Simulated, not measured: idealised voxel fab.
process module | voxel transistor to metal
cross-section cut | 210 nm wide | cells 5 nm
A cross-section is a grid of square cells, given in bands from the top down. A band is one or more rows of cells.
Each band's line starts with the height of the band's top and of its bottom, in nm. Then come its materials from left to right, each with its width in nm. One material with "throughout" fills the band from edge to edge. "air" is empty space.
Height 0 is the level under which the wafer as received is all one material. The lowest band goes on downwards, as in "0 down".
A width such as "30 to 40" changes by the same amount from each row of cells to the next, from the band's top row to its bottom row.
"no change" after a step means that no cell of the cross-section changed.
closed voids: empty space of 8 cells or more with no open way to the top, each as width x height at its distance from the left edge, in nm
after a step's settings: what the simulator itself notes on the step
overlay nm, on a step with a mask: how far to the right of its planned place the mask lay; to the left if negative
plan
1 op RECEIVE | material Si
2 op OXIDIZE | depth nm 5
3 op CONFORMAL_DEP | material SiN | thk nm 15
4 op MASKED_ETCH | tone cover | mask id ACTIVE | width nm 115 | etch materials SiN | depth nm 15 | overlay nm 0
5 op MASKED_ETCH | tone cover | mask id ACTIVE | width nm 115 | etch materials SiO2 | depth nm 5 | overlay nm 0
6 op MASKED_ETCH | tone cover | mask id ACTIVE | width nm 115 | etch materials Si | depth nm 25 | overlay nm 0
7 op OXIDIZE | depth nm 5
8 op FILL_DEP | material SiO2 | thk nm 15
9 op CMP | height nm 15
10 op SELECTIVE_ETCH | etch materials SiO2 | depth nm 10
11 op STRIP | etch materials SiN
12 op SELECTIVE_ETCH | etch materials SiO2 | depth nm 5
13 op OXIDIZE | depth nm 5
14 op DIRECTIONAL_DEP | material polySi | thk nm 25
15 op DIRECTIONAL_DEP | material SiCN | thk nm 10
16 op DIRECTIONAL_DEP | material aC | thk nm 10
17 op PATTERN | tone cover | mask id GATE | material resist | width nm 15 | thk nm 25 | overlay nm 0
18 op DIRECTIONAL_ETCH | etch materials aC | depth nm 10
19 op STRIP | etch materials resist
20 op DIRECTIONAL_ETCH | etch materials SiCN | depth nm 20
21 op DIRECTIONAL_ETCH | etch materials polySi | depth nm 35
22 op STRIP | etch materials aC
23 op CONFORMAL_DEP | material SiN | thk nm 10
24 op DIRECTIONAL_ETCH | etch materials SiN | depth nm 10
25 op DIRECTIONAL_ETCH | etch materials SiO2 | depth nm 5
26 op DIRECTIONAL_ETCH | etch materials Si | depth nm 10
27 op EPI | material nSi | thk nm 15
28 op FILL_DEP | material SiO2 | thk nm 5
29 op CMP | height nm 30
30 op DIRECTIONAL_DEP | material SiO2 | thk nm 15
31 op DIRECTIONAL_DEP | material aC | thk nm 10
32 op PATTERN | tone open | mask id CONTACT | material resist | width nm 20 | pitch nm 75 | thk nm 30 | overlay nm 0
33 op DIRECTIONAL_ETCH | etch materials aC | depth nm 10
34 op STRIP | etch materials resist
35 op DIRECTIONAL_ETCH | etch materials SiO2 | depth nm 50
36 op STRIP | etch materials aC
37 op CONFORMAL_DEP | material TiN | thk nm 5
38 op FILL_DEP | material W | thk nm 5
39 op CMP | height nm 45
40 op CONFORMAL_DEP | material SiCN | thk nm 5
41 op DIRECTIONAL_DEP | material lowk | thk nm 25
42 op PATTERN | tone open | mask id METAL_1 | material resist | width nm 20 | pitch nm 75 | thk nm 15 | overlay nm 0
43 op DIRECTIONAL_ETCH | etch materials lowk | depth nm 25
44 op DIRECTIONAL_ETCH | etch materials SiCN | depth nm 5
45 op STRIP | etch materials resist
46 op CONFORMAL_DEP | material TiN | thk nm 5
47 op FILL_DEP | material Ru | thk nm 10
48 op CMP | height nm 75
49 op CONFORMAL_DEP | material SiN | thk nm 5
first wafer, as planned
as received, after step 1
  0 down: Si throughout
  closed voids: none
after step 2
  0 to -5: SiO2 throughout
  below -5: unchanged
after step 3
  15 to 0: SiN throughout
  below 0: unchanged
after step 4
  15 to 0: air 45 | SiN 115 | air 50
  below 0: unchanged
after step 5
  15 to 0: air 45 | SiN 115 | air 50
  0 to -5: air 45 | SiO2 115 | air 50
  below -5: unchanged
after step 6
  15 to 0: air 45 | SiN 115 | air 50
  0 to -5: air 45 | SiO2 115 | air 50
  -5 to -30: air 45 | Si 115 | air 50
  below -30: unchanged
after step 7
  15 to 0: air 45 | SiN 115 | air 50
  0 to -5: air 45 | SiO2 115 | air 50
  -5 to -30: air 45 | SiO2 5 | Si 105 | SiO2 5 | air 50
  -30 to -35: SiO2 50 | Si 105 | SiO2 55
  below -35: unchanged
after step 8
  30 to 15: SiO2 throughout
  15 to 0: SiO2 45 | SiN 115 | SiO2 50
  0 to -5: SiO2 throughout
  -5 to -35: SiO2 50 | Si 105 | SiO2 55
  below -35: unchanged
after step 9
  15 to 0: SiO2 45 | SiN 115 | SiO2 50
  below 0: unchanged
after step 10
  15 to 5: air 45 | SiN 115 | air 50
  below 5: unchanged
after step 11
  5 to 0: SiO2 45 | air 115 | SiO2 50
  below 0: unchanged
after step 12
  0 to -5: SiO2 40 | air 125 | SiO2 45
  below -5: unchanged
after step 13
  0 to -5: SiO2 40 | air 125 | SiO2 45
  -5 to -10: SiO2 throughout
  below -10: unchanged
after step 14
  25 to 20: polySi 40 | air 125 | polySi 45
  20 to 0: polySi throughout
  0 to -5: SiO2 40 | polySi 125 | SiO2 45
  below -5: unchanged
after step 15
  35 to 30: SiCN 40 | air 125 | SiCN 45
  30 to 25: SiCN throughout
  25 to 20: polySi 40 | SiCN 125 | polySi 45
  below 20: unchanged
after step 16
  45 to 40: aC 40 | air 125 | aC 45
  40 to 35: aC throughout
  35 to 30: SiCN 40 | aC 125 | SiCN 45
  below 30: unchanged
after step 17
  70 to 45: air 95 | resist 15 | air 100
  45 to 40: aC 40 | air 55 | resist 15 | air 55 | aC 45
  below 40: unchanged
after step 18
  60 to 40: air 95 | resist 15 | air 100
  40 to 35: air 95 | aC 15 | air 100
  35 to 30: SiCN 40 | air 55 | aC 15 | air 55 | SiCN 45
  below 30: unchanged
after step 19
  40 to 35: air 95 | aC 15 | air 100
  below 35: unchanged
after step 20
  40 to 30: air 95 | aC 15 | air 100
  30 to 25: air 95 | SiCN 15 | air 100
  25 to 20: polySi 40 | air 55 | SiCN 15 | air 55 | polySi 45
  below 20: unchanged
after step 21
  40 to 30: air 95 | aC 15 | air 100
  30 to 20: air 95 | SiCN 15 | air 100
  20 to 0: air 95 | polySi 15 | air 100
  0 to -5: SiO2 40 | air 55 | polySi 15 | air 55 | SiO2 45
  below -5: unchanged
after step 22
  30 to 20: air 95 | SiCN 15 | air 100
  below 20: unchanged
after step 23
  40 to 30: air 85 | SiN 35 | air 90
  30 to 20: air 85 | SiN 10 | SiCN 15 | SiN 10 | air 90
  20 to 10: air 85 | SiN 10 | polySi 15 | SiN 10 | air 90
  10 to 5: SiN 50 | air 35 | SiN 10 | polySi 15 | SiN 10 | air 35 | SiN 55
  5 to 0: SiN 95 | polySi 15 | SiN 100
  0 to -5: SiO2 40 | SiN 55 | polySi 15 | SiN 55 | SiO2 45
  below -5: unchanged
after step 24
  30 to 20: air 85 | SiN 10 | SiCN 15 | SiN 10 | air 90
  20 to 0: air 85 | SiN 10 | polySi 15 | SiN 10 | air 90
  0 to -5: SiO2 40 | SiN 10 | air 35 | SiN 10 | polySi 15 | SiN 10 | air 35 | SiN 10 | SiO2 45
  below -5: unchanged
after step 25
  30 to 20: air 85 | SiN 10 | SiCN 15 | SiN 10 | air 90
  20 to 0: air 85 | SiN 10 | polySi 15 | SiN 10 | air 90
  0 to -5: air 40 | SiN 10 | air 35 | SiN 10 | polySi 15 | SiN 10 | air 35 | SiN 10 | air 45
  -5 to -10: SiO2 50 | air 35 | SiO2 35 | air 35 | SiO2 55
  below -10: unchanged
after step 26
  30 to 20: air 85 | SiN 10 | SiCN 15 | SiN 10 | air 90
  20 to 0: air 85 | SiN 10 | polySi 15 | SiN 10 | air 90
  0 to -5: air 40 | SiN 10 | air 35 | SiN 10 | polySi 15 | SiN 10 | air 35 | SiN 10 | air 45
  -5 to -10: SiO2 50 | air 35 | SiO2 35 | air 35 | SiO2 55
  -10 to -20: SiO2 50 | air 35 | Si 35 | air 35 | SiO2 55
  below -20: unchanged
after step 27
  30 to 20: air 85 | SiN 10 | SiCN 15 | SiN 10 | air 90
  20 to 5: air 85 | SiN 10 | polySi 15 | SiN 10 | air 90
  5 to 0: air 70 | nSi 15 | SiN 10 | polySi 15 | SiN 10 | nSi 15 | air 75
  0 to -5: air 40 | SiN 10 | air 20 | nSi 15 | SiN 10 | polySi 15 | SiN 10 | nSi 15 | air 20 | SiN 10 | air 45
  -5 to -10: SiO2 50 | nSi 35 | SiO2 35 | nSi 35 | SiO2 55
  -10 to -20: SiO2 50 | nSi 35 | Si 35 | nSi 35 | SiO2 55
  below -20: unchanged
after step 28
  35 to 30: SiO2 throughout
  30 to 20: SiO2 85 | SiN 10 | SiCN 15 | SiN 10 | SiO2 90
  20 to 5: SiO2 85 | SiN 10 | polySi 15 | SiN 10 | SiO2 90
  5 to 0: SiO2 70 | nSi 15 | SiN 10 | polySi 15 | SiN 10 | nSi 15 | SiO2 75
  0 to -5: SiO2 40 | SiN 10 | SiO2 20 | nSi 15 | SiN 10 | polySi 15 | SiN 10 | nSi 15 | SiO2 20 | SiN 10 | SiO2 45
  below -5: unchanged
after step 29
  30 to 20: SiO2 85 | SiN 10 | SiCN 15 | SiN 10 | SiO2 90
  below 20: unchanged
after step 30
  45 to 30: SiO2 throughout
  below 30: unchanged
after step 31
  55 to 45: aC throughout
  below 45: unchanged
after step 32
  85 to 55: resist 55 | air 20 | resist 55 | air 20 | resist 60
  below 55: unchanged
after step 33
  75 to 55: resist 55 | air 20 | resist 55 | air 20 | resist 60
  55 to 45: aC 55 | air 20 | aC 55 | air 20 | aC 60
  below 45: unchanged
after step 34
  55 to 45: aC 55 | air 20 | aC 55 | air 20 | aC 60
  below 45: unchanged
after step 35
  55 to 45: aC 55 | air 20 | aC 55 | air 20 | aC 60
  45 to 30: SiO2 55 | air 20 | SiO2 55 | air 20 | SiO2 60
  30 to 20: SiO2 55 | air 20 | SiO2 10 | SiN 10 | SiCN 15 | SiN 10 | SiO2 10 | air 20 | SiO2 60
  20 to 5: SiO2 55 | air 20 | SiO2 10 | SiN 10 | polySi 15 | SiN 10 | SiO2 10 | air 20 | SiO2 60
  5 to 0: SiO2 55 | air 15 | nSi 15 | SiN 10 | polySi 15 | SiN 10 | nSi 15 | air 15 | SiO2 60
  0 to -5: SiO2 40 | SiN 10 | SiO2 5 | air 15 | nSi 15 | SiN 10 | polySi 15 | SiN 10 | nSi 15 | air 15 | SiO2 5 | SiN 10 | SiO2 45
  below -5: unchanged
after step 36
  45 to 30: SiO2 55 | air 20 | SiO2 55 | air 20 | SiO2 60
  below 30: unchanged
after step 37
  50 to 45: TiN 60 | air 10 | TiN 65 | air 10 | TiN 65
  45 to 30: SiO2 55 | TiN 5 | air 10 | TiN 5 | SiO2 55 | TiN 5 | air 10 | TiN 5 | SiO2 60
  30 to 20: SiO2 55 | TiN 5 | air 10 | TiN 5 | SiO2 10 | SiN 10 | SiCN 15 | SiN 10 | SiO2 10 | TiN 5 | air 10 | TiN 5 | SiO2 60
  20 to 10: SiO2 55 | TiN 5 | air 10 | TiN 5 | SiO2 10 | SiN 10 | polySi 15 | SiN 10 | SiO2 10 | TiN 5 | air 10 | TiN 5 | SiO2 60
  10 to 5: SiO2 55 | TiN 5 | air 5 | TiN 10 | SiO2 10 | SiN 10 | polySi 15 | SiN 10 | SiO2 10 | TiN 10 | air 5 | TiN 5 | SiO2 60
  5 to 0: SiO2 55 | TiN 5 | air 5 | TiN 5 | nSi 15 | SiN 10 | polySi 15 | SiN 10 | nSi 15 | TiN 5 | air 5 | TiN 5 | SiO2 60
  0 to -5: SiO2 40 | SiN 10 | SiO2 5 | TiN 15 | nSi 15 | SiN 10 | polySi 15 | SiN 10 | nSi 15 | TiN 15 | SiO2 5 | SiN 10 | SiO2 45
  below -5: unchanged
after step 38
  55 to 50: W throughout
  50 to 45: TiN 60 | W 10 | TiN 65 | W 10 | TiN 65
  45 to 30: SiO2 55 | TiN 5 | W 10 | TiN 5 | SiO2 55 | TiN 5 | W 10 | TiN 5 | SiO2 60
  30 to 20: SiO2 55 | TiN 5 | W 10 | TiN 5 | SiO2 10 | SiN 10 | SiCN 15 | SiN 10 | SiO2 10 | TiN 5 | W 10 | TiN 5 | SiO2 60
  20 to 10: SiO2 55 | TiN 5 | W 10 | TiN 5 | SiO2 10 | SiN 10 | polySi 15 | SiN 10 | SiO2 10 | TiN 5 | W 10 | TiN 5 | SiO2 60
  10 to 5: SiO2 55 | TiN 5 | W 5 | TiN 10 | SiO2 10 | SiN 10 | polySi 15 | SiN 10 | SiO2 10 | TiN 10 | W 5 | TiN 5 | SiO2 60
  5 to 0: SiO2 55 | TiN 5 | W 5 | TiN 5 | nSi 15 | SiN 10 | polySi 15 | SiN 10 | nSi 15 | TiN 5 | W 5 | TiN 5 | SiO2 60
  below 0: unchanged
after step 39
  45 to 30: SiO2 55 | TiN 5 | W 10 | TiN 5 | SiO2 55 | TiN 5 | W 10 | TiN 5 | SiO2 60
  below 30: unchanged
after step 40
  50 to 45: SiCN throughout
  below 45: unchanged
after step 41
  75 to 50: lowk throughout
  below 50: unchanged
after step 42
  90 to 75: resist 55 | air 20 | resist 55 | air 20 | resist 60
  below 75: unchanged
after step 43
  90 to 75: resist 55 | air 20 | resist 55 | air 20 | resist 60
  75 to 50: lowk 55 | air 20 | lowk 55 | air 20 | lowk 60
  below 50: unchanged
after step 44
  90 to 75: resist 55 | air 20 | resist 55 | air 20 | resist 60
  75 to 50: lowk 55 | air 20 | lowk 55 | air 20 | lowk 60
  50 to 45: SiCN 55 | air 20 | SiCN 55 | air 20 | SiCN 60
  below 45: unchanged
after step 45
  75 to 50: lowk 55 | air 20 | lowk 55 | air 20 | lowk 60
  below 50: unchanged
after step 46
  80 to 75: TiN 60 | air 10 | TiN 65 | air 10 | TiN 65
  75 to 50: lowk 55 | TiN 5 | air 10 | TiN 5 | lowk 55 | TiN 5 | air 10 | TiN 5 | lowk 60
  50 to 45: SiCN 55 | TiN 20 | SiCN 55 | TiN 20 | SiCN 60
  below 45: unchanged
after step 47
  90 to 80: Ru throughout
  80 to 75: TiN 60 | Ru 10 | TiN 65 | Ru 10 | TiN 65
  75 to 50: lowk 55 | TiN 5 | Ru 10 | TiN 5 | lowk 55 | TiN 5 | Ru 10 | TiN 5 | lowk 60
  below 50: unchanged
after step 48
  75 to 50: lowk 55 | TiN 5 | Ru 10 | TiN 5 | lowk 55 | TiN 5 | Ru 10 | TiN 5 | lowk 60
  below 50: unchanged
after step 49
  80 to 75: SiN throughout
  below 75: unchanged
second wafer: like start, like plan, one mistake. Through step 13 it matches the first wafer
when step 14 should have ended
  20 to 15: polySi 40 | air 125 | polySi 45
  15 to 0: polySi throughout
  0 to -5: SiO2 40 | polySi 125 | SiO2 45
  below -5: unchanged
when step 15 should have ended
  30 to 25: SiCN 40 | air 125 | SiCN 45
  25 to 20: SiCN throughout
  20 to 15: polySi 40 | SiCN 125 | polySi 45
  below 15: unchanged
when step 16 should have ended
  40 to 35: aC 40 | air 125 | aC 45
  35 to 30: aC throughout
  30 to 25: SiCN 40 | aC 125 | SiCN 45
  below 25: unchanged
when step 17 should have ended
  65 to 40: air 95 | resist 15 | air 100
  40 to 35: aC 40 | air 55 | resist 15 | air 55 | aC 45
  below 35: unchanged
when step 18 should have ended
  55 to 35: air 95 | resist 15 | air 100
  35 to 30: air 95 | aC 15 | air 100
  30 to 25: SiCN 40 | air 55 | aC 15 | air 55 | SiCN 45
  below 25: unchanged
when step 19 should have ended
  35 to 30: air 95 | aC 15 | air 100
  below 30: unchanged
when step 20 should have ended
  35 to 25: air 95 | aC 15 | air 100
  25 to 20: air 95 | SiCN 15 | air 100
  20 to 15: polySi 40 | air 55 | SiCN 15 | air 55 | polySi 45
  below 15: unchanged
when step 21 should have ended
  35 to 25: air 95 | aC 15 | air 100
  25 to 15: air 95 | SiCN 15 | air 100
  15 to 0: air 95 | polySi 15 | air 100
  0 to -5: SiO2 40 | air 55 | polySi 15 | air 55 | SiO2 45
  below -5: unchanged
when step 22 should have ended
  25 to 15: air 95 | SiCN 15 | air 100
  below 15: unchanged
when step 23 should have ended
  35 to 25: air 85 | SiN 35 | air 90
  25 to 15: air 85 | SiN 10 | SiCN 15 | SiN 10 | air 90
  15 to 10: air 85 | SiN 10 | polySi 15 | SiN 10 | air 90
  10 to 5: SiN 50 | air 35 | SiN 10 | polySi 15 | SiN 10 | air 35 | SiN 55
  5 to 0: SiN 95 | polySi 15 | SiN 100
  0 to -5: SiO2 40 | SiN 55 | polySi 15 | SiN 55 | SiO2 45
  below -5: unchanged
when step 24 should have ended
  25 to 15: air 85 | SiN 10 | SiCN 15 | SiN 10 | air 90
  15 to 0: air 85 | SiN 10 | polySi 15 | SiN 10 | air 90
  0 to -5: SiO2 40 | SiN 10 | air 35 | SiN 10 | polySi 15 | SiN 10 | air 35 | SiN 10 | SiO2 45
  below -5: unchanged
when step 25 should have ended
  25 to 15: air 85 | SiN 10 | SiCN 15 | SiN 10 | air 90
  15 to 0: air 85 | SiN 10 | polySi 15 | SiN 10 | air 90
  0 to -5: air 40 | SiN 10 | air 35 | SiN 10 | polySi 15 | SiN 10 | air 35 | SiN 10 | air 45
  -5 to -10: SiO2 50 | air 35 | SiO2 35 | air 35 | SiO2 55
  below -10: unchanged
when step 26 should have ended
  25 to 15: air 85 | SiN 10 | SiCN 15 | SiN 10 | air 90
  15 to 0: air 85 | SiN 10 | polySi 15 | SiN 10 | air 90
  0 to -5: air 40 | SiN 10 | air 35 | SiN 10 | polySi 15 | SiN 10 | air 35 | SiN 10 | air 45
  -5 to -10: SiO2 50 | air 35 | SiO2 35 | air 35 | SiO2 55
  -10 to -20: SiO2 50 | air 35 | Si 35 | air 35 | SiO2 55
  below -20: unchanged
when step 27 should have ended
  25 to 15: air 85 | SiN 10 | SiCN 15 | SiN 10 | air 90
  15 to 5: air 85 | SiN 10 | polySi 15 | SiN 10 | air 90
  5 to 0: air 70 | nSi 15 | SiN 10 | polySi 15 | SiN 10 | nSi 15 | air 75
  0 to -5: air 40 | SiN 10 | air 20 | nSi 15 | SiN 10 | polySi 15 | SiN 10 | nSi 15 | air 20 | SiN 10 | air 45
  -5 to -10: SiO2 50 | nSi 35 | SiO2 35 | nSi 35 | SiO2 55
  -10 to -20: SiO2 50 | nSi 35 | Si 35 | nSi 35 | SiO2 55
  below -20: unchanged
when step 28 should have ended
  30 to 25: SiO2 throughout
  25 to 15: SiO2 85 | SiN 10 | SiCN 15 | SiN 10 | SiO2 90
  15 to 5: SiO2 85 | SiN 10 | polySi 15 | SiN 10 | SiO2 90
  5 to 0: SiO2 70 | nSi 15 | SiN 10 | polySi 15 | SiN 10 | nSi 15 | SiO2 75
  0 to -5: SiO2 40 | SiN 10 | SiO2 20 | nSi 15 | SiN 10 | polySi 15 | SiN 10 | nSi 15 | SiO2 20 | SiN 10 | SiO2 45
  below -5: unchanged
when step 29 should have ended: no change
when step 30 should have ended
  45 to 25: SiO2 throughout
  below 25: unchanged
when step 31 should have ended
  55 to 45: aC throughout
  below 45: unchanged
when step 32 should have ended
  85 to 55: resist 55 | air 20 | resist 55 | air 20 | resist 60
  below 55: unchanged
when step 33 should have ended
  75 to 55: resist 55 | air 20 | resist 55 | air 20 | resist 60
  55 to 45: aC 55 | air 20 | aC 55 | air 20 | aC 60
  below 45: unchanged
when step 34 should have ended
  55 to 45: aC 55 | air 20 | aC 55 | air 20 | aC 60
  below 45: unchanged
when step 35 should have ended
  55 to 45: aC 55 | air 20 | aC 55 | air 20 | aC 60
  45 to 25: SiO2 55 | air 20 | SiO2 55 | air 20 | SiO2 60
  25 to 15: SiO2 55 | air 20 | SiO2 10 | SiN 10 | SiCN 15 | SiN 10 | SiO2 10 | air 20 | SiO2 60
  15 to 5: SiO2 55 | air 20 | SiO2 10 | SiN 10 | polySi 15 | SiN 10 | SiO2 10 | air 20 | SiO2 60
  5 to 0: SiO2 55 | air 15 | nSi 15 | SiN 10 | polySi 15 | SiN 10 | nSi 15 | air 15 | SiO2 60
  0 to -5: SiO2 40 | SiN 10 | SiO2 5 | air 15 | nSi 15 | SiN 10 | polySi 15 | SiN 10 | nSi 15 | air 15 | SiO2 5 | SiN 10 | SiO2 45
  below -5: unchanged
when step 36 should have ended
  45 to 25: SiO2 55 | air 20 | SiO2 55 | air 20 | SiO2 60
  below 25: unchanged
when step 37 should have ended
  50 to 45: TiN 60 | air 10 | TiN 65 | air 10 | TiN 65
  45 to 25: SiO2 55 | TiN 5 | air 10 | TiN 5 | SiO2 55 | TiN 5 | air 10 | TiN 5 | SiO2 60
  25 to 15: SiO2 55 | TiN 5 | air 10 | TiN 5 | SiO2 10 | SiN 10 | SiCN 15 | SiN 10 | SiO2 10 | TiN 5 | air 10 | TiN 5 | SiO2 60
  15 to 5: SiO2 55 | TiN 5 | air 10 to 5 | TiN 5 to 10 | SiO2 10 | SiN 10 | polySi 15 | SiN 10 | SiO2 10 | TiN 5 to 10 | air 10 to 5 | TiN 5 | SiO2 60
  5 to 0: SiO2 55 | TiN 5 | air 5 | TiN 5 | nSi 15 | SiN 10 | polySi 15 | SiN 10 | nSi 15 | TiN 5 | air 5 | TiN 5 | SiO2 60
  0 to -5: SiO2 40 | SiN 10 | SiO2 5 | TiN 15 | nSi 15 | SiN 10 | polySi 15 | SiN 10 | nSi 15 | TiN 15 | SiO2 5 | SiN 10 | SiO2 45
  below -5: unchanged
when step 38 should have ended
  55 to 50: W throughout
  50 to 45: TiN 60 | W 10 | TiN 65 | W 10 | TiN 65
  45 to 25: SiO2 55 | TiN 5 | W 10 | TiN 5 | SiO2 55 | TiN 5 | W 10 | TiN 5 | SiO2 60
  25 to 15: SiO2 55 | TiN 5 | W 10 | TiN 5 | SiO2 10 | SiN 10 | SiCN 15 | SiN 10 | SiO2 10 | TiN 5 | W 10 | TiN 5 | SiO2 60
  15 to 5: SiO2 55 | TiN 5 | W 10 to 5 | TiN 5 to 10 | SiO2 10 | SiN 10 | polySi 15 | SiN 10 | SiO2 10 | TiN 5 to 10 | W 10 to 5 | TiN 5 | SiO2 60
  5 to 0: SiO2 55 | TiN 5 | W 5 | TiN 5 | nSi 15 | SiN 10 | polySi 15 | SiN 10 | nSi 15 | TiN 5 | W 5 | TiN 5 | SiO2 60
  below 0: unchanged
when step 39 should have ended
  45 to 25: SiO2 55 | TiN 5 | W 10 | TiN 5 | SiO2 55 | TiN 5 | W 10 | TiN 5 | SiO2 60
  below 25: unchanged
when step 40 should have ended
  50 to 45: SiCN throughout
  below 45: unchanged
when step 41 should have ended
  75 to 50: lowk throughout
  below 50: unchanged
when step 42 should have ended
  90 to 75: resist 55 | air 20 | resist 55 | air 20 | resist 60
  below 75: unchanged
when step 43 should have ended
  90 to 75: resist 55 | air 20 | resist 55 | air 20 | resist 60
  75 to 50: lowk 55 | air 20 | lowk 55 | air 20 | lowk 60
  below 50: unchanged
when step 44 should have ended
  90 to 75: resist 55 | air 20 | resist 55 | air 20 | resist 60
  75 to 50: lowk 55 | air 20 | lowk 55 | air 20 | lowk 60
  50 to 45: SiCN 55 | air 20 | SiCN 55 | air 20 | SiCN 60
  below 45: unchanged
when step 45 should have ended
  75 to 50: lowk 55 | air 20 | lowk 55 | air 20 | lowk 60
  below 50: unchanged
when step 46 should have ended
  80 to 75: TiN 60 | air 10 | TiN 65 | air 10 | TiN 65
  75 to 50: lowk 55 | TiN 5 | air 10 | TiN 5 | lowk 55 | TiN 5 | air 10 | TiN 5 | lowk 60
  50 to 45: SiCN 55 | TiN 20 | SiCN 55 | TiN 20 | SiCN 60
  below 45: unchanged
when step 47 should have ended
  90 to 80: Ru throughout
  80 to 75: TiN 60 | Ru 10 | TiN 65 | Ru 10 | TiN 65
  75 to 50: lowk 55 | TiN 5 | Ru 10 | TiN 5 | lowk 55 | TiN 5 | Ru 10 | TiN 5 | lowk 60
  below 50: unchanged
when step 48 should have ended
  75 to 50: lowk 55 | TiN 5 | Ru 10 | TiN 5 | lowk 55 | TiN 5 | Ru 10 | TiN 5 | lowk 60
  below 50: unchanged
when step 49 should have ended
  80 to 75: SiN throughout
  below 75: unchanged
what went wrong: step 14 ran as: op DIRECTIONAL_DEP | material polySi | thk nm 20
at the end the second wafer has, in cells: 4 fewer of SiN | 7 more of SiO2 | 3 fewer of polySi
